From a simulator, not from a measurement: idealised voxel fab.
Presented below is a process module, voxel ribs on slabs.
Each square cell in cross-section cut measures 5 nm, and the section as a whole is 250 nm wide.
Throughout this document, each cross-section is represented as a grid of square cells and is presented as a sequence of bands enumerated from the top downward, where a band comprises one or more rows of cells.
Each band's line starts with the height of the band's top and of its bottom, in nm. Then come its materials from left to right, each with its width in nm. One material with "all across" fills the band from edge to edge. "blank" is empty space.
Height reference: 0 = level under which incoming wafer is all one material. Lowest band: no bottom, runs on downward, e.g. "top 0, no bottom".
Width: "30 to 40" (first number = top row, second number = bottom row, same change from row to row of cells).
You'll sometimes find "nothing got changed" written for a step, and that's the way of saying that nowhere in the cross-section did a cell change during that step.
Closed-off voids of 8+ cells (no open route to the top) go in "Closed void catalog", written width x height at distance from the left edge, in nm.
Whatever follows a step's settings on its line is a remark the simulator itself makes about that step.
"overlay nm" on a masked step: distance the mask lay right of its planned place, negative for left.
These are the steps we planned for the process:
step 1: RECEIVE with material Si
step 2: DIRECTIONAL_DEP with material SiO2, thk nm 20
step 3: DIRECTIONAL_DEP with material polySi, thk nm 20
step 4: MASKED_ETCH with tone cover, mask id RIB, width nm 20, etch materials polySi, depth nm 5, overlay nm 0
step 5: DIRECTIONAL_DEP with material aC, thk nm 10
step 6: PATTERN with tone cover, mask id SLAB, material resist, width nm 80, thk nm 30, overlay nm 0
step 7: DIRECTIONAL_ETCH with etch materials aC, depth nm 10
step 8: STRIP with etch materials resist
step 9: DIRECTIONAL_ETCH with etch materials polySi, depth nm 15
step 10: STRIP with etch materials aC
step 11: FILL_DEP with material SiO2, thk nm 30
step 12: CMP with height nm 60
step 13: DIRECTIONAL_DEP with material W, thk nm 5
step 14: MASKED_ETCH with tone cover, mask id HEATER, width nm 30, etch materials W, depth nm 5, overlay nm 0
step 15: CONFORMAL_DEP with material SiN, thk nm 10
As-received state of the wafer in cross-section, equivalent to post-step 1:
* top 0, no bottom  Si all across
* Closed void catalog: none
Figure: cross-sectional view of the wafer upon completion of the module, processed from the initial state and according to the plan depicted above, with one error introduced during execution:
* top 65, bottom 60  blank 110 nm, then W 30 nm, then blank 110 nm
* top 60, bottom 40  SiO2 all across
* top 40, bottom 35  SiO2 115 nm, then polySi 20 nm, then SiO2 115 nm
* top 35, bottom 20  SiO2 85 nm, then polySi 80 nm, then SiO2 85 nm
* top 20, bottom 0  SiO2 all across
* top 0, no bottom  Si all across
* Closed void catalog: none
Heads up, the wafer didn't run the way we planned it: step 15 of the plan never got run, it was skipped over
